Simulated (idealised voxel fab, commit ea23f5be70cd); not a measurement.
The following process module bears the name voxel capacitor over wiring.
For reference, the cross-section in this document is cut, with width 280 nm and square cells of 5 nm.
Just so we're on the same page, the cross-sections are grids of square cells, and they're listed out in bands top to bottom, each band one or more rows deep. Per band: top height and bottom height in nm, followed by the left-to-right materials and their widths in nm; "throughout" marks a single material spanning edge to edge, "empty" marks empty space. Heights are expressed relative to 0, this being the level below which the as-received wafer comprises one material exclusively. The lowest band is unbounded in the downward direction and is denoted as in "0 down". Width "30..40": first value at the band's top row of cells, second value at its bottom row, equal change from row to row. "no modification", as given for a step, is the statement that not any cell of the cross-section underwent a change during that step. This entry, "Listed closed voids", enumerates those empty regions of no fewer than 8 cells that possess no open connection to the top. Each region is reported in the form width x height at distance, the distance being taken from the left edge, with all three quantities expressed in nm. after a step's settings: what the simulator itself notes on the step. If you see "overlay nm" on a step's line and that step has a mask, it's telling you how far right of where it was planned the mask ended up; a negative number means it went left instead.
-- Set out below are the planned steps of the process
| 1 | RECEIVE (material Si) |
| 2 | CONFORMAL_DEP (material SiO2; thk nm 10) |
| 3 | CONFORMAL_DEP (material SiCN; thk nm 5) |
| 4 | DIRECTIONAL_DEP (material lowk; thk nm 25) |
| 5 | PATTERN (tone open; mask id METAL_1; material resist; width nm 25; pitch nm 90; thk nm 15; overlay nm 0) |
| 6 | DIRECTIONAL_ETCH (etch materials lowk; depth nm 25) |
| 7 | DIRECTIONAL_ETCH (etch materials SiCN; depth nm 5) |
| 8 | STRIP (etch materials resist) |
| 9 | CONFORMAL_DEP (material TiN; thk nm 5) |
| 10 | FILL_DEP (material Cu; thk nm 10) |
| 11 | CMP (height nm 40) |
| 12 | CONFORMAL_DEP (material SiCN; thk nm 5) |
| 13 | DIRECTIONAL_DEP (material SiO2; thk nm 15) |
| 14 | DIRECTIONAL_DEP (material aC; thk nm 10) |
| 15 | PATTERN (tone open; mask id PLUG_1; material resist; width nm 15; thk nm 30; overlay nm 0) |
| 16 | DIRECTIONAL_ETCH (etch materials aC; depth nm 10) |
| 17 | STRIP (etch materials resist) |
| 18 | DIRECTIONAL_ETCH (etch materials SiO2; depth nm 15) |
| 19 | DIRECTIONAL_ETCH (etch materials SiCN; depth nm 5) |
| 20 | STRIP (etch materials aC) |
| 21 | EPI (material Ru; thk nm 10) |
| 22 | EPI (material Ru; thk nm 10) |
| 23 | DIRECTIONAL_DEP (material TiN; thk nm 10) |
| 24 | DIRECTIONAL_DEP (material HfO2; thk nm 5) |
| 25 | DIRECTIONAL_DEP (material TiN; thk nm 10) |
| 26 | MASKED_ETCH (tone cover; mask id UPPER_PLATE; width nm 70; etch materials TiN; depth nm 10; overlay nm 0) |
| 27 | MASKED_ETCH (tone cover; mask id UPPER_PLATE; width nm 70; etch materials HfO2; depth nm 5; overlay nm 0) |
| 28 | MASKED_ETCH (tone cover; mask id LOWER_PLATE; width nm 80; etch materials TiN; depth nm 10; overlay nm 0) |
| 29 | FILL_DEP (material SiO2; thk nm 20) |
| 30 | CMP (height nm 100) |
| 31 | PATTERN (tone open; mask id PLUG_2; material resist; width nm 15; thk nm 20; overlay nm 0) |
| 32 | DIRECTIONAL_ETCH (etch materials SiO2; depth nm 15) |
| 33 | STRIP (etch materials resist) |
| 34 | CONFORMAL_DEP (material TiN; thk nm 5) |
| 35 | FILL_DEP (material Ru; thk nm 5) |
| 36 | CMP (height nm 100) |
| 37 | CONFORMAL_DEP (material SiN; thk nm 5) |
-- Incoming wafer in cross-section (state: after step 1)
    0 down = Si throughout
    Listed closed voids: none
-- Post-module cross-section of the first of two wafers (run per plan)
    105 to 100 = SiN throughout
    100 to 90 = SiO2 100  TiN 5  Ru 5  TiN 5  SiO2 165
    90 to 85 = SiO2 100  TiN 15  SiO2 165
    85 to 75 = SiO2 90  TiN 70  SiO2 120
    75 to 70 = SiO2 90  HfO2 70  SiO2 120
    70 to 60 = SiO2 85  TiN 80  SiO2 115
    60 to 45 = SiO2 90  Ru 15  SiO2 175
    45 to 40 = SiCN 90  Ru 15  SiCN 175
    40 to 15 = lowk 80  TiN 5  Cu 15  TiN 5  lowk 65  TiN 5  Cu 15  TiN 5  lowk 85
    15 to 10 = SiCN 80  TiN 25  SiCN 65  TiN 25  SiCN 85
    10 to 0 = SiO2 throughout
    0 down = Si throughout
    Listed closed voids: none
-- Wafer two, end of module, cross-section. Same start, same plan as wafer one. One mistake in the run
    105 to 100 = SiN throughout
    100 to 95 = SiO2 100  TiN 5  Ru 5  TiN 5  SiO2 165
    95 to 90 = SiO2 100  TiN 15  SiO2 165
    90 to 80 = SiO2 90  TiN 70  SiO2 120
    80 to 75 = SiO2 90  HfO2 70  SiO2 120
    75 to 65 = SiO2 85  TiN 80  SiO2 115
    65 to 50 = SiO2 90  Ru 15  SiO2 175
    50 to 45 = SiCN 90  Ru 15  SiCN 175
    45 to 40 = TiN 85  Cu 15  TiN 75  Cu 15  TiN 90
    40 to 15 = lowk 80  TiN 5  Cu 15  TiN 5  lowk 65  TiN 5  Cu 15  TiN 5  lowk 85
    15 to 10 = SiCN 80  TiN 25  SiCN 65  TiN 25  SiCN 85
    10 to 0 = SiO2 throughout
    0 down = Si throughout
    Listed closed voids: none
Heads up, the wafer didn't run the way we planned it: note that step 11 departed from the planned setting and was carried out as CMP (height nm 45)
The second wafer ends with more or fewer cells of some materials than the first, per final count: +6 Cu | -1 Ru | -53 SiO2 | +48 TiN
